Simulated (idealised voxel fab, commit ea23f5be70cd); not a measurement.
The process module presented herein is designated voxel transistor to metal.
Cross-section cut spans 275 nm and uses square cells 5 nm in size.
Just so we're on the same page, the cross-sections are grids of square cells, and they're listed out in bands top to bottom, each band one or more rows deep. It is stipulated that each band's entry specify, in nanometres, the height of the top of the band and then that of its bottom, followed by the materials of the band in left-to-right sequence, each together with its width in nanometres. A single material marked by the word "throughout" is understood to fill the band from edge to edge; the word "air" is understood to denote empty space. All heights in this document are referenced to 0, defined as the level beneath which the wafer, as received, consists entirely of one material. The lowest band is not bounded below; it extends indefinitely downward and is written in the form "0..down". The width entry "30 to 40" should be interpreted row by row: the top row of cells in the band takes the first number, the bottom row takes the second number, and the change between adjacent rows is uniform throughout. "nothing altered" means the step left every cell of the cross-section as it was. Entry "Voids, fully enclosed". Content: empty spaces with no open connection to the top, size 8 cells or greater. Each: width x height at distance. Distance: from left edge. Unit: nm. Past the settings on a step's line: simulator remark, on that step. Regarding "overlay nm": on a step with a mask, it is the distance the mask lay to the right of its planned place; a negative value places it to the left. So the way this works: pairs, before and after one process step. The after picture only goes down to the lowest band that actually changed, nothing below. Step and its settings are under each pair. And watch out, pairs might come from different runs of this module, same starting wafer though, so a pair only follows on from the one above if its "Prior to processing" entry tells you so.

Prior to processing:
- 50..40 | 50 air | 25 aC | 105 air | 25 aC | 70 air
- 40..35 | 50 air | 25 SiCN | 105 air | 25 SiCN | 70 air
- 35..25 | 15 polySi | 35 air | 25 SiCN | 55 air | 15 polySi | 35 air | 25 SiCN | 55 air | 15 polySi
- 25..5 | polySi throughout
- 5..-5 | 15 SiO2 | 115 polySi | 15 SiO2 | 115 polySi | 15 SiO2
- -5..-10 | SiO2 throughout
- -10..-30 | 20 SiO2 | 105 Si | 25 SiO2 | 105 Si | 20 SiO2
- -30..down | Si throughout
- Voids, fully enclosed: none

Step Outcome:
- 50..40 | 50 air | 25 aC | 105 air | 25 aC | 70 air
- 40..25 | 50 air | 25 SiCN | 105 air | 25 SiCN | 70 air
- 25..5 | 50 air | 25 polySi | 105 air | 25 polySi | 70 air
- 5..-5 | 15 SiO2 | 35 air | 25 polySi | 55 air | 15 SiO2 | 35 air | 25 polySi | 55 air | 15 SiO2
- For the remainder of the cross-section, below -5, there is no change.
- Voids, fully enclosed: none
Which step turns the before cross-section above into the after cross-section? DIRECTIONAL_ETCH: etch materials polySi, depth nm 40

Prior to processing: Please consult the pair immediately above; the cross-section it shows after its step is the state before this step.

Step Outcome:
- 40..25 | 50 air | 25 SiCN | 105 air | 25 SiCN | 70 air
- For the remainder of the cross-section, below 25, there is no change.
- Voids, fully enclosed: none
Which step turns the before cross-section above into the after cross-section? STRIP: etch materials aC

Prior to processing: Please consult the pair immediately above; the cross-section it shows after its step is the state before this step.

Step Outcome:
- 45..40 | 45 air | 35 SiN | 95 air | 35 SiN | 65 air
- 40..25 | 45 air | 5 SiN | 25 SiCN | 5 SiN | 95 air | 5 SiN | 25 SiCN | 5 SiN | 65 air
- 25..10 | 45 air | 5 SiN | 25 polySi | 5 SiN | 95 air | 5 SiN | 25 polySi | 5 SiN | 65 air
- 10..5 | 20 SiN | 25 air | 5 SiN | 25 polySi | 5 SiN | 45 air | 25 SiN | 25 air | 5 SiN | 25 polySi | 5 SiN | 45 air | 20 SiN
- 5..0 | 15 SiO2 | 5 SiN | 25 air | 5 SiN | 25 polySi | 5 SiN | 45 air | 5 SiN | 15 SiO2 | 5 SiN | 25 air | 5 SiN | 25 polySi | 5 SiN | 45 air | 5 SiN | 15 SiO2
- 0..-5 | 15 SiO2 | 35 SiN | 25 polySi | 55 SiN | 15 SiO2 | 35 SiN | 25 polySi | 55 SiN | 15 SiO2
- For the remainder of the cross-section, below -5, there is no change.
- Voids, fully enclosed: none
Which step turns the before cross-section above into the after cross-section? CONFORMAL_DEP: material SiN, thk nm 5

Prior to processing: Please consult the pair immediately above; the cross-section it shows after its step is the state before this step.

Step Outcome:
- 40..25 | 45 air | 5 SiN | 25 SiCN | 5 SiN | 95 air | 5 SiN | 25 SiCN | 5 SiN | 65 air
- 25..5 | 45 air | 5 SiN | 25 polySi | 5 SiN | 95 air | 5 SiN | 25 polySi | 5 SiN | 65 air
- 5..-5 | 15 SiO2 | 5 SiN | 25 air | 5 SiN | 25 polySi | 5 SiN | 45 air | 5 SiN | 15 SiO2 | 5 SiN | 25 air | 5 SiN | 25 polySi | 5 SiN | 45 air | 5 SiN | 15 SiO2
- For the remainder of the cross-section, below -5, there is no change.
- Voids, fully enclosed: none
Which step turns the before cross-section above into the after cross-section? DIRECTIONAL_ETCH: etch materials SiN, depth nm 5

Prior to processing: Please consult the pair immediately above; the cross-section it shows after its step is the state before this step.

Step Outcome:
- 40..25 | 45 air | 5 SiN | 25 SiCN | 5 SiN | 95 air | 5 SiN | 25 SiCN | 5 SiN | 65 air
- 25..5 | 45 air | 5 SiN | 25 polySi | 5 SiN | 95 air | 5 SiN | 25 polySi | 5 SiN | 65 air
- 5..0 | 15 air | 5 SiN | 25 air | 5 SiN | 25 polySi | 5 SiN | 45 air | 5 SiN | 15 air | 5 SiN | 25 air | 5 SiN | 25 polySi | 5 SiN | 45 air | 5 SiN | 15 air
- 0..-5 | 15 SiO2 | 5 SiN | 25 air | 5 SiN | 25 polySi | 5 SiN | 45 air | 5 SiN | 15 SiO2 | 5 SiN | 25 air | 5 SiN | 25 polySi | 5 SiN | 45 air | 5 SiN | 15 SiO2
- -5..-10 | 20 SiO2 | 25 air | 35 SiO2 | 45 air | 25 SiO2 | 25 air | 35 SiO2 | 45 air | 20 SiO2
- For the remainder of the cross-section, below -10, there is no change.
- Voids, fully enclosed: none
Which step turns the before cross-section above into the after cross-section? DIRECTIONAL_ETCH: etch materials SiO2, depth nm 5

Prior to processing: Please consult the pair immediately above; the cross-section it shows after its step is the state before this step.

Step Outcome:
- 40..25 | 45 air | 5 SiN | 25 SiCN | 5 SiN | 95 air | 5 SiN | 25 SiCN | 5 SiN | 65 air
- 25..5 | 45 air | 5 SiN | 25 polySi | 5 SiN | 95 air | 5 SiN | 25 polySi | 5 SiN | 65 air
- 5..0 | 15 air | 5 SiN | 25 air | 5 SiN | 25 polySi | 5 SiN | 45 air | 5 SiN | 15 air | 5 SiN | 25 air | 5 SiN | 25 polySi | 5 SiN | 45 air | 5 SiN | 15 air
- 0..-5 | 15 SiO2 | 5 SiN | 25 air | 5 SiN | 25 polySi | 5 SiN | 45 air | 5 SiN | 15 SiO2 | 5 SiN | 25 air | 5 SiN | 25 polySi | 5 SiN | 45 air | 5 SiN | 15 SiO2
- -5..-10 | 20 SiO2 | 25 air | 35 SiO2 | 45 air | 25 SiO2 | 25 air | 35 SiO2 | 45 air | 20 SiO2
- -10..-25 | 20 SiO2 | 25 air | 35 Si | 45 air | 25 SiO2 | 25 air | 35 Si | 45 air | 20 SiO2
- For the remainder of the cross-section, below -25, there is no change.
- Voids, fully enclosed: none
Which step turns the before cross-section above into the after cross-section? DIRECTIONAL_ETCH: etch materials Si, depth nm 15

Prior to processing: Please consult the pair immediately above; the cross-section it shows after its step is the state before this step.

Step Outcome:
- 40..25 | 45 air | 5 SiN | 25 SiCN | 5 SiN | 95 air | 5 SiN | 25 SiCN | 5 SiN | 65 air
- 25..10 | 45 air | 5 SiN | 25 polySi | 5 SiN | 95 air | 5 SiN | 25 polySi | 5 SiN | 65 air
- 10..5 | 25 air | 20 pSi | 5 SiN | 25 polySi | 5 SiN | 20 pSi | 55 air | 20 pSi | 5 SiN | 25 polySi | 5 SiN | 20 pSi | 45 air
- 5..0 | 15 air | 5 SiN | 5 air | 20 pSi | 5 SiN | 25 polySi | 5 SiN | 20 pSi | 25 air | 5 SiN | 15 air | 5 SiN | 5 air | 20 pSi | 5 SiN | 25 polySi | 5 SiN | 20 pSi | 25 air | 5 SiN | 15 air
- 0..-5 | 15 SiO2 | 5 SiN | 5 air | 20 pSi | 5 SiN | 25 polySi | 5 SiN | 20 pSi | 25 air | 5 SiN | 15 SiO2 | 5 SiN | 5 air | 20 pSi | 5 SiN | 25 polySi | 5 SiN | 20 pSi | 25 air | 5 SiN | 15 SiO2
- -5..-10 | 20 SiO2 | 25 pSi | 35 SiO2 | 45 pSi | 25 SiO2 | 25 pSi | 35 SiO2 | 45 pSi | 20 SiO2
- -10..-25 | 20 SiO2 | 25 pSi | 35 Si | 45 pSi | 25 SiO2 | 25 pSi | 35 Si | 45 pSi | 20 SiO2
- For the remainder of the cross-section, below -25, there is no change.
- Voids, fully enclosed: none
Which step turns the before cross-section above into the after cross-section? EPI: material pSi, thk nm 20

Prior to processing: Please consult the pair immediately above; the cross-section it shows after its step is the state before this step.

Step Outcome:
- 45..40 | SiO2 throughout
- 40..25 | 45 SiO2 | 5 SiN | 25 SiCN | 5 SiN | 95 SiO2 | 5 SiN | 25 SiCN | 5 SiN | 65 SiO2
- 25..10 | 45 SiO2 | 5 SiN | 25 polySi | 5 SiN | 95 SiO2 | 5 SiN | 25 polySi | 5 SiN | 65 SiO2
- 10..5 | 25 SiO2 | 20 pSi | 5 SiN | 25 polySi | 5 SiN | 20 pSi | 55 SiO2 | 20 pSi | 5 SiN | 25 polySi | 5 SiN | 20 pSi | 45 SiO2
- 5..-5 | 15 SiO2 | 5 SiN | 5 SiO2 | 20 pSi | 5 SiN | 25 polySi | 5 SiN | 20 pSi | 25 SiO2 | 5 SiN | 15 SiO2 | 5 SiN | 5 SiO2 | 20 pSi | 5 SiN | 25 polySi | 5 SiN | 20 pSi | 25 SiO2 | 5 SiN | 15 SiO2
- For the remainder of the cross-section, below -5, there is no change.
- Voids, fully enclosed: none
Which step turns the before cross-section above into the after cross-section? FILL_DEP: material SiO2, thk nm 5

Prior to processing: Please consult the pair immediately above; the cross-section it shows after its step is the state before this step.

Step Outcome:
- 40..25 | 45 SiO2 | 5 SiN | 25 SiCN | 5 SiN | 95 SiO2 | 5 SiN | 25 SiCN | 5 SiN | 65 SiO2
- For the remainder of the cross-section, below 25, there is no change.
- Voids, fully enclosed: none
Which step turns the before cross-section above into the after cross-section? CMP: height nm 40

Prior to processing: Please consult the pair immediately above; the cross-section it shows after its step is the state before this step.

Step Outcome:
- 55..40 | SiO2 throughout
- For the remainder of the cross-section, below 40, there is no change.
- Voids, fully enclosed: none
Which step turns the before cross-section above into the after cross-section? DIRECTIONAL_DEP: material SiO2, thk nm 15

Prior to processing: Please consult the pair immediately above; the cross-section it shows after its step is the state before this step.

Step Outcome:
- 70..55 | 25 resist | 30 air | 35 resist | 30 air | 35 resist | 30 air | 35 resist | 30 air | 25 resist
- For the remainder of the cross-section, below 55, there is no change.
- Voids, fully enclosed: none
Which step turns the before cross-section above into the after cross-section? PATTERN: tone open, mask id CONTACT, material resist, width nm 30, pitch nm 65, thk nm 15, overlay nm 0

Prior to processing: Please consult the pair immediately above; the cross-section it shows after its step is the state before this step.

Step Outcome:
- 70..55 | 25 resist | 30 air | 35 resist | 30 air | 35 resist | 30 air | 35 resist | 30 air | 25 resist
- 55..40 | 25 SiO2 | 30 air | 35 SiO2 | 30 air | 35 SiO2 | 30 air | 35 SiO2 | 30 air | 25 SiO2
- 40..25 | 25 SiO2 | 20 air | 5 SiN | 25 SiCN | 5 SiN | 10 SiO2 | 30 air | 35 SiO2 | 20 air | 5 SiN | 25 SiCN | 5 SiN | 10 SiO2 | 30 air | 25 SiO2
- 25..10 | 25 SiO2 | 20 air | 5 SiN | 25 polySi | 5 SiN | 10 SiO2 | 30 air | 35 SiO2 | 20 air | 5 SiN | 25 polySi | 5 SiN | 10 SiO2 | 30 air | 25 SiO2
- 10..5 | 25 SiO2 | 20 pSi | 5 SiN | 25 polySi | 5 SiN | 20 pSi | 20 air | 35 SiO2 | 20 pSi | 5 SiN | 25 polySi | 5 SiN | 20 pSi | 20 air | 25 SiO2
- 5..-5 | 15 SiO2 | 5 SiN | 5 SiO2 | 20 pSi | 5 SiN | 25 polySi | 5 SiN | 20 pSi | 20 air | 5 SiO2 | 5 SiN | 15 SiO2 | 5 SiN | 5 SiO2 | 20 pSi | 5 SiN | 25 polySi | 5 SiN | 20 pSi | 20 air | 5 SiO2 | 5 SiN | 15 SiO2
- For the remainder of the cross-section, below -5, there is no change.
- Voids, fully enclosed: none
Which step turns the before cross-section above into the after cross-section? DIRECTIONAL_ETCH: etch materials SiO2, depth nm 60

Prior to processing: Please consult the pair immediately above; the cross-section it shows after its step is the state before this step.

Step Outcome:
- 55..40 | 25 SiO2 | 30 air | 35 SiO2 | 30 air | 35 SiO2 | 30 air | 35 SiO2 | 30 air | 25 SiO2
- For the remainder of the cross-section, below 40, there is no change.
- Voids, fully enclosed: none
Which step turns the before cross-section above into the after cross-section? STRIP: etch materials resist

Prior to processing: Please consult the pair immediately above; the cross-section it shows after its step is the state before this step.

Step Outcome:
- 60..55 | 30 TiN | 20 air | 45 TiN | 20 air | 45 TiN | 20 air | 45 TiN | 20 air | 30 TiN
- 55..45 | 25 SiO2 | 5 TiN | 20 air | 5 TiN | 35 SiO2 | 5 TiN | 20 air | 5 TiN | 35 SiO2 | 5 TiN | 20 air | 5 TiN | 35 SiO2 | 5 TiN | 20 air | 5 TiN | 25 SiO2
- 45..40 | 25 SiO2 | 5 TiN | 10 air | 15 TiN | 35 SiO2 | 5 TiN | 20 air | 5 TiN | 35 SiO2 | 5 TiN | 10 air | 15 TiN | 35 SiO2 | 5 TiN | 20 air | 5 TiN | 25 SiO2
- 40..25 | 25 SiO2 | 5 TiN | 10 air | 5 TiN | 5 SiN | 25 SiCN | 5 SiN | 10 SiO2 | 5 TiN | 20 air | 5 TiN | 35 SiO2 | 5 TiN | 10 air | 5 TiN | 5 SiN | 25 SiCN | 5 SiN | 10 SiO2 | 5 TiN | 20 air | 5 TiN | 25 SiO2
- 25..15 | 25 SiO2 | 5 TiN | 10 air | 5 TiN | 5 SiN | 25 polySi | 5 SiN | 10 SiO2 | 5 TiN | 20 air | 5 TiN | 35 SiO2 | 5 TiN | 10 air | 5 TiN | 5 SiN | 25 polySi | 5 SiN | 10 SiO2 | 5 TiN | 20 air | 5 TiN | 25 SiO2
- 15..10 | 25 SiO2 | 20 TiN | 5 SiN | 25 polySi | 5 SiN | 10 SiO2 | 15 TiN | 10 air | 5 TiN | 35 SiO2 | 20 TiN | 5 SiN | 25 polySi | 5 SiN | 10 SiO2 | 15 TiN | 10 air | 5 TiN | 25 SiO2
- 10..5 | 25 SiO2 | 20 pSi | 5 SiN | 25 polySi | 5 SiN | 20 pSi | 5 TiN | 10 air | 5 TiN | 35 SiO2 | 20 pSi | 5 SiN | 25 polySi | 5 SiN | 20 pSi | 5 TiN | 10 air | 5 TiN | 25 SiO2
- 5..0 | 15 SiO2 | 5 SiN | 5 SiO2 | 20 pSi | 5 SiN | 25 polySi | 5 SiN | 20 pSi | 5 TiN | 10 air | 5 TiN | 5 SiO2 | 5 SiN | 15 SiO2 | 5 SiN | 5 SiO2 | 20 pSi | 5 SiN | 25 polySi | 5 SiN | 20 pSi | 5 TiN | 10 air | 5 TiN | 5 SiO2 | 5 SiN | 15 SiO2
- 0..-5 | 15 SiO2 | 5 SiN | 5 SiO2 | 20 pSi | 5 SiN | 25 polySi | 5 SiN | 20 pSi | 20 TiN | 5 SiO2 | 5 SiN | 15 SiO2 | 5 SiN | 5 SiO2 | 20 pSi | 5 SiN | 25 polySi | 5 SiN | 20 pSi | 20 TiN | 5 SiO2 | 5 SiN | 15 SiO2
- For the remainder of the cross-section, below -5, there is no change.
- Voids, fully enclosed: none
Which step turns the before cross-section above into the after cross-section? CONFORMAL_DEP: material TiN, thk nm 5

Prior to processing: Please consult the pair immediately above; the cross-section it shows after its step is the state before this step.

Step Outcome:
- 65..60 | W throughout
- 60..55 | 30 TiN | 20 W | 45 TiN | 20 W | 45 TiN | 20 W | 45 TiN | 20 W | 30 TiN
- 55..45 | 25 SiO2 | 5 TiN | 20 W | 5 TiN | 35 SiO2 | 5 TiN | 20 W | 5 TiN | 35 SiO2 | 5 TiN | 20 W | 5 TiN | 35 SiO2 | 5 TiN | 20 W | 5 TiN | 25 SiO2
- 45..40 | 25 SiO2 | 5 TiN | 10 W | 15 TiN | 35 SiO2 | 5 TiN | 20 W | 5 TiN | 35 SiO2 | 5 TiN | 10 W | 15 TiN | 35 SiO2 | 5 TiN | 20 W | 5 TiN | 25 SiO2
- 40..25 | 25 SiO2 | 5 TiN | 10 W | 5 TiN | 5 SiN | 25 SiCN | 5 SiN | 10 SiO2 | 5 TiN | 20 W | 5 TiN | 35 SiO2 | 5 TiN | 10 W | 5 TiN | 5 SiN | 25 SiCN | 5 SiN | 10 SiO2 | 5 TiN | 20 W | 5 TiN | 25 SiO2
- 25..15 | 25 SiO2 | 5 TiN | 10 W | 5 TiN | 5 SiN | 25 polySi | 5 SiN | 10 SiO2 | 5 TiN | 20 W | 5 TiN | 35 SiO2 | 5 TiN | 10 W | 5 TiN | 5 SiN | 25 polySi | 5 SiN | 10 SiO2 | 5 TiN | 20 W | 5 TiN | 25 SiO2
- 15..10 | 25 SiO2 | 20 TiN | 5 SiN | 25 polySi | 5 SiN | 10 SiO2 | 15 TiN | 10 W | 5 TiN | 35 SiO2 | 20 TiN | 5 SiN | 25 polySi | 5 SiN | 10 SiO2 | 15 TiN | 10 W | 5 TiN | 25 SiO2
- 10..5 | 25 SiO2 | 20 pSi | 5 SiN | 25 polySi | 5 SiN | 20 pSi | 5 TiN | 10 W | 5 TiN | 35 SiO2 | 20 pSi | 5 SiN | 25 polySi | 5 SiN | 20 pSi | 5 TiN | 10 W | 5 TiN | 25 SiO2
- 5..0 | 15 SiO2 | 5 SiN | 5 SiO2 | 20 pSi | 5 SiN | 25 polySi | 5 SiN | 20 pSi | 5 TiN | 10 W | 5 TiN | 5 SiO2 | 5 SiN | 15 SiO2 | 5 SiN | 5 SiO2 | 20 pSi | 5 SiN | 25 polySi | 5 SiN | 20 pSi | 5 TiN | 10 W | 5 TiN | 5 SiO2 | 5 SiN | 15 SiO2
- For the remainder of the cross-section, below 0, there is no change.
- Voids, fully enclosed: none
Which step turns the before cross-section above into the after cross-section? FILL_DEP: material W, thk nm 5

Prior to processing: Please consult the pair immediately above; the cross-section it shows after its step is the state before this step.

Step Outcome:
- 55..45 | 25 SiO2 | 5 TiN | 20 W | 5 TiN | 35 SiO2 | 5 TiN | 20 W | 5 TiN | 35 SiO2 | 5 TiN | 20 W | 5 TiN | 35 SiO2 | 5 TiN | 20 W | 5 TiN | 25 SiO2
- For the remainder of the cross-section, below 45, there is no change.
- Voids, fully enclosed: none
Which step turns the before cross-section above into the after cross-section? CMP: height nm 55

Prior to processing: Please consult the pair immediately above; the cross-section it shows after its step is the state before this step.

Step Outcome:
- 60..55 | TiN throughout
- For the remainder of the cross-section, below 55, there is no change.
- Voids, fully enclosed: none
Which step turns the before cross-section above into the after cross-section? DIRECTIONAL_DEP: material TiN, thk nm 5

Prior to processing: Please consult the pair immediately above; the cross-section it shows after its step is the state before this step.

Step Outcome:
- 85..60 | W throughout
- For the remainder of the cross-section, below 60, there is no change.
- Voids, fully enclosed: none
Which step turns the before cross-section above into the after cross-section? DIRECTIONAL_DEP: material W, thk nm 25

Prior to processing: Please consult the pair immediately above; the cross-section it shows after its step is the state before this step.

Step Outcome:
- 85..60 | 25 air | 15 W | 65 air | 15 W | 35 air | 15 W | 65 air | 15 W | 25 air
- For the remainder of the cross-section, below 60, there is no change.
- Voids, fully enclosed: none
Which step turns the before cross-section above into the after cross-section? MASKED_ETCH: tone cover, mask id METAL_1, width nm 15, etch materials W, depth nm 25, overlay nm 0

Prior to processing: Please consult the pair immediately above; the cross-section it shows after its step is the state before this step.

Step Outcome:
- 85..60 | 25 air | 15 W | 65 air | 15 W | 35 air | 15 W | 65 air | 15 W | 25 air
- 60..55 | 25 air | 15 TiN | 65 air | 15 TiN | 35 air | 15 TiN | 65 air | 15 TiN | 25 air
- For the remainder of the cross-section, below 55, there is no change.
- Voids, fully enclosed: none
Which step turns the before cross-section above into the after cross-section? MASKED_ETCH: tone cover, mask id METAL_1, width nm 15, etch materials TiN, depth nm 5, overlay nm 0

Prior to processing: Please consult the pair immediately above; the cross-section it shows after its step is the state before this step.

Step Outcome:
- 90..85 | 20 air | 25 SiCN | 55 air | 25 SiCN | 25 air | 25 SiCN | 55 air | 25 SiCN | 20 air
- 85..60 | 20 air | 5 SiCN | 15 W | 5 SiCN | 55 air | 5 SiCN | 15 W | 5 SiCN | 25 air | 5 SiCN | 15 W | 5 SiCN | 55 air | 5 SiCN | 15 W | 5 SiCN | 20 air
- 60..55 | 25 SiCN | 15 TiN | 65 SiCN | 15 TiN | 35 SiCN | 15 TiN | 65 SiCN | 15 TiN | 25 SiCN
- For the remainder of the cross-section, below 55, there is no change.
- Voids, fully enclosed: none
Which step turns the before cross-section above into the after cross-section? CONFORMAL_DEP: material SiCN, thk nm 5

Prior to processing: Please consult the pair immediately above; the cross-section it shows after its step is the state before this step.

Step Outcome:
- 95..90 | SiO2 throughout
- 90..85 | 20 SiO2 | 25 SiCN | 55 SiO2 | 25 SiCN | 25 SiO2 | 25 SiCN | 55 SiO2 | 25 SiCN | 20 SiO2
- 85..60 | 20 SiO2 | 5 SiCN | 15 W | 5 SiCN | 55 SiO2 | 5 SiCN | 15 W | 5 SiCN | 25 SiO2 | 5 SiCN | 15 W | 5 SiCN | 55 SiO2 | 5 SiCN | 15 W | 5 SiCN | 20 SiO2
- For the remainder of the cross-section, below 60, there is no change.
- Voids, fully enclosed: none
Which step turns the before cross-section above into the after cross-section? FILL_DEP: material SiO2, thk nm 5

Prior to processing: Please consult the pair immediately above; the cross-section it shows after its step is the state before this step.

Step Outcome:
- 85..60 | 20 SiO2 | 5 SiCN | 15 W | 5 SiCN | 55 SiO2 | 5 SiCN | 15 W | 5 SiCN | 25 SiO2 | 5 SiCN | 15 W | 5 SiCN | 55 SiO2 | 5 SiCN | 15 W | 5 SiCN | 20 SiO2
- For the remainder of the cross-section, below 60, there is no change.
- Voids, fully enclosed: none
Which step turns the before cross-section above into the after cross-section? CMP: height nm 85

Prior to processing: Please consult the pair immediately above; the cross-section it shows after its step is the state before this step.

Step Outcome:
- 90..85 | SiN throughout
- For the remainder of the cross-section, below 85, there is no change.
- Voids, fully enclosed: none
Which step turns the before cross-section above into the after cross-section? CONFORMAL_DEP: material SiN, thk nm 5

Prior to processing:
- 40..25 | 55 air | 5 SiN | 25 SiCN | 5 SiN | 95 air | 5 SiN | 25 SiCN | 5 SiN | 55 air
- 25..10 | 55 air | 5 SiN | 25 polySi | 5 SiN | 95 air | 5 SiN | 25 polySi | 5 SiN | 55 air
- 10..5 | 35 air | 20 pSi | 5 SiN | 25 polySi | 5 SiN | 20 pSi | 55 air | 20 pSi | 5 SiN | 25 polySi | 5 SiN | 20 pSi | 35 air
- 5..0 | 15 air | 5 SiN | 15 air | 20 pSi | 5 SiN | 25 polySi | 5 SiN | 20 pSi | 15 air | 5 SiN | 15 air | 5 SiN | 15 air | 20 pSi | 5 SiN | 25 polySi | 5 SiN | 20 pSi | 15 air | 5 SiN | 15 air
- 0..-5 | 15 SiO2 | 5 SiN | 15 air | 20 pSi | 5 SiN | 25 polySi | 5 SiN | 20 pSi | 15 air | 5 SiN | 15 SiO2 | 5 SiN | 15 air | 20 pSi | 5 SiN | 25 polySi | 5 SiN | 20 pSi | 15 air | 5 SiN | 15 SiO2
- -5..-10 | 20 SiO2 | 35 pSi | 35 SiO2 | 35 pSi | 25 SiO2 | 35 pSi | 35 SiO2 | 35 pSi | 20 SiO2
- -10..-25 | 20 SiO2 | 35 pSi | 35 Si | 35 pSi | 25 SiO2 | 35 pSi | 35 Si | 35 pSi | 20 SiO2
- -25..-30 | 20 SiO2 | 105 Si | 25 SiO2 | 105 Si | 20 SiO2
- -30..down | Si throughout
- Voids, fully enclosed: none

Step Outcome:
- 45..40 | TiN throughout
- 40..25 | 55 TiN | 5 SiN | 25 SiCN | 5 SiN | 95 TiN | 5 SiN | 25 SiCN | 5 SiN | 55 TiN
- 25..10 | 55 TiN | 5 SiN | 25 polySi | 5 SiN | 95 TiN | 5 SiN | 25 polySi | 5 SiN | 55 TiN
- 10..5 | 35 TiN | 20 pSi | 5 SiN | 25 polySi | 5 SiN | 20 pSi | 55 TiN | 20 pSi | 5 SiN | 25 polySi | 5 SiN | 20 pSi | 35 TiN
- 5..0 | 15 TiN | 5 SiN | 15 TiN | 20 pSi | 5 SiN | 25 polySi | 5 SiN | 20 pSi | 15 TiN | 5 SiN | 15 TiN | 5 SiN | 15 TiN | 20 pSi | 5 SiN | 25 polySi | 5 SiN | 20 pSi | 15 TiN | 5 SiN | 15 TiN
- 0..-5 | 15 SiO2 | 5 SiN | 15 TiN | 20 pSi | 5 SiN | 25 polySi | 5 SiN | 20 pSi | 15 TiN | 5 SiN | 15 SiO2 | 5 SiN | 15 TiN | 20 pSi | 5 SiN | 25 polySi | 5 SiN | 20 pSi | 15 TiN | 5 SiN | 15 SiO2
- For the remainder of the cross-section, below -5, there is no change.
- Voids, fully enclosed: none
Which step turns the before cross-section above into the after cross-section? FILL_DEP: material TiN, thk nm 5

Prior to processing: Please consult the pair immediately above; the cross-section it shows after its step is the state before this step.

Step Outcome:
- 40..25 | 55 TiN | 5 SiN | 25 SiCN | 5 SiN | 95 TiN | 5 SiN | 25 SiCN | 5 SiN | 55 TiN
- For the remainder of the cross-section, below 25, there is no change.
- Voids, fully enclosed: none
Which step turns the before cross-section above into the after cross-section? CMP: height nm 40

Prior to processing: Please consult the pair immediately above; the cross-section it shows after its step is the state before this step.

Step Outcome:
- 55..40 | SiO2 throughout
- For the remainder of the cross-section, below 40, there is no change.
- Voids, fully enclosed: none
Which step turns the before cross-section above into the after cross-section? DIRECTIONAL_DEP: material SiO2, thk nm 15

Prior to processing: Please consult the pair immediately above; the cross-section it shows after its step is the state before this step.

Step Outcome:
- 70..55 | 25 resist | 30 air | 35 resist | 30 air | 35 resist | 30 air | 35 resist | 30 air | 25 resist
- For the remainder of the cross-section, below 55, there is no change.
- Voids, fully enclosed: none
Which step turns the before cross-section above into the after cross-section? PATTERN: tone open, mask id CONTACT, material resist, width nm 30, pitch nm 65, thk nm 15, overlay nm 0

Prior to processing: Please consult the pair immediately above; the cross-section it shows after its step is the state before this step.

Step Outcome:
- 70..55 | 25 resist | 30 air | 35 resist | 30 air | 35 resist | 30 air | 35 resist | 30 air | 25 resist
- 55..40 | 25 SiO2 | 30 air | 35 SiO2 | 30 air | 35 SiO2 | 30 air | 35 SiO2 | 30 air | 25 SiO2
- For the remainder of the cross-section, below 40, there is no change.
- Voids, fully enclosed: none
Which step turns the before cross-section above into the after cross-section? DIRECTIONAL_ETCH: etch materials SiO2, depth nm 60

Prior to processing: Please consult the pair immediately above; the cross-section it shows after its step is the state before this step.

Step Outcome:
- 55..40 | 25 SiO2 | 30 air | 35 SiO2 | 30 air | 35 SiO2 | 30 air | 35 SiO2 | 30 air | 25 SiO2
- For the remainder of the cross-section, below 40, there is no change.
- Voids, fully enclosed: none
Which step turns the before cross-section above into the after cross-section? STRIP: etch materials resist

Prior to processing: Please consult the pair immediately above; the cross-section it shows after its step is the state before this step.

Step Outcome:
- 60..55 | 30 TiN | 20 air | 45 TiN | 20 air | 45 TiN | 20 air | 45 TiN | 20 air | 30 TiN
- 55..45 | 25 SiO2 | 5 TiN | 20 air | 5 TiN | 35 SiO2 | 5 TiN | 20 air | 5 TiN | 35 SiO2 | 5 TiN | 20 air | 5 TiN | 35 SiO2 | 5 TiN | 20 air | 5 TiN | 25 SiO2
- 45..40 | 25 SiO2 | 30 TiN | 35 SiO2 | 30 TiN | 35 SiO2 | 30 TiN | 35 SiO2 | 30 TiN | 25 SiO2
- For the remainder of the cross-section, below 40, there is no change.
- Voids, fully enclosed: none
Which step turns the before cross-section above into the after cross-section? CONFORMAL_DEP: material TiN, thk nm 5

Prior to processing: Please consult the pair immediately above; the cross-section it shows after its step is the state before this step.

Step Outcome:
- 65..60 | W throughout
- 60..55 | 30 TiN | 20 W | 45 TiN | 20 W | 45 TiN | 20 W | 45 TiN | 20 W | 30 TiN
- 55..45 | 25 SiO2 | 5 TiN | 20 W | 5 TiN | 35 SiO2 | 5 TiN | 20 W | 5 TiN | 35 SiO2 | 5 TiN | 20 W | 5 TiN | 35 SiO2 | 5 TiN | 20 W | 5 TiN | 25 SiO2
- For the remainder of the cross-section, below 45, there is no change.
- Voids, fully enclosed: none
Which step turns the before cross-section above into the after cross-section? FILL_DEP: material W, thk nm 5

Prior to processing: Please consult the pair immediately above; the cross-section it shows after its step is the state before this step.

Step Outcome:
- 55..45 | 25 SiO2 | 5 TiN | 20 W | 5 TiN | 35 SiO2 | 5 TiN | 20 W | 5 TiN | 35 SiO2 | 5 TiN | 20 W | 5 TiN | 35 SiO2 | 5 TiN | 20 W | 5 TiN | 25 SiO2
- For the remainder of the cross-section, below 45, there is no change.
- Voids, fully enclosed: none
Which step turns the before cross-section above into the after cross-section? CMP: height nm 55

Prior to processing: Please consult the pair immediately above; the cross-section it shows after its step is the state before this step.

Step Outcome:
- 60..55 | TiN throughout
- For the remainder of the cross-section, below 55, there is no change.
- Voids, fully enclosed: none
Which step turns the before cross-section above into the after cross-section? DIRECTIONAL_DEP: material TiN, thk nm 5

Prior to processing: Please consult the pair immediately above; the cross-section it shows after its step is the state before this step.

Step Outcome:
- 85..60 | W throughout
- For the remainder of the cross-section, below 60, there is no change.
- Voids, fully enclosed: none
Which step turns the before cross-section above into the after cross-section? DIRECTIONAL_DEP: material W, thk nm 25

Prior to processing: Please consult the pair immediately above; the cross-section it shows after its step is the state before this step.

Step Outcome:
- 85..60 | 25 air | 15 W | 65 air | 15 W | 35 air | 15 W | 65 air | 15 W | 25 air
- For the remainder of the cross-section, below 60, there is no change.
- Voids, fully enclosed: none
Which step turns the before cross-section above into the after cross-section? MASKED_ETCH: tone cover, mask id METAL_1, width nm 15, etch materials W, depth nm 25, overlay nm 0
